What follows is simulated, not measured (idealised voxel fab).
Process module name: voxel ribs on slabs
cross-section cut | 145 nm wide | cells 5 nm
If you're reading a cross-section in this doc, picture square cells in a grid; it comes to you as bands, top ones listed first down to the bottom, and a band can be one or more rows of cells. For a band, the entry starts with two heights in nm, that of the top and then that of the bottom, and carries on with the band's materials in order from left to right, each alongside its width in nm; the word "all across" beside a single material means it fills the band edge to edge, and "empty" means empty space. The level at which height equals 0 is the one under which the wafer, as it arrives, is entirely one material. No lower edge exists for the bottom band, which continues downward and is notated as in "0 down". Per-row width for "30..40": begins at first number (top row of band), ends at second number (bottom row), increment between rows held constant. The cross-section has no changed cell in any step marked "nothing altered". "Internal closed voids" contains a list of empty spaces, each no smaller than 8 cells and without an open way to the top, written in the form width x height at distance with the distance from the left edge and all three in nm. Anything after a step's settings on that line? It's the simulator's own note about the step. Steps that use a mask can have "overlay nm" on their line. It says how far the mask sat to the right of where it was meant to be. Negative means to the left.
### The steps planned for the process are as follows
1,RECEIVE [material Si]
2,DIRECTIONAL_DEP [material SiO2] [thk nm 20]
3,DIRECTIONAL_DEP [material polySi] [thk nm 20]
4,DIRECTIONAL_DEP [material aC] [thk nm 15]
5,PATTERN [tone cover] [mask id RIB] [material resist] [width nm 15] [thk nm 35] [overlay nm 0]
6,DIRECTIONAL_ETCH [etch materials aC] [depth nm 15]
7,STRIP [etch materials resist]
8,DIRECTIONAL_ETCH [etch materials polySi] [depth nm 15]
9,STRIP [etch materials aC]
10,PATTERN [tone cover] [mask id SLAB] [material resist] [width nm 65] [thk nm 20] [overlay nm 0]
11,DIRECTIONAL_ETCH [etch materials polySi] [depth nm 5]
12,STRIP [etch materials resist]
13,FILL_DEP [material SiO2] [thk nm 20]
14,CMP [height nm 50]
15,DIRECTIONAL_DEP [material W] [thk nm 5]
16,MASKED_ETCH [tone cover] [mask id HEATER] [width nm 25] [etch materials W] [depth nm 5] [overlay nm 0]
17,CONFORMAL_DEP [material SiN] [thk nm 5]
### Cross-section of the wafer at receipt, which is the condition after step 1
0 down  Si all across
Internal closed voids: none
### a wafer at the end: this start, this plan, one mistake
55 to 50  empty=60 | W=25 | empty=60
50 to 40  SiO2 all across
40 to 25  SiO2=65 | polySi=15 | SiO2=65
25 to 20  SiO2=40 | polySi=65 | SiO2=40
20 to 0  SiO2 all across
0 down  Si all across
Internal closed voids: none
What broke from the plan during processing? the run left out plan step 17 entirely, so it was never executed
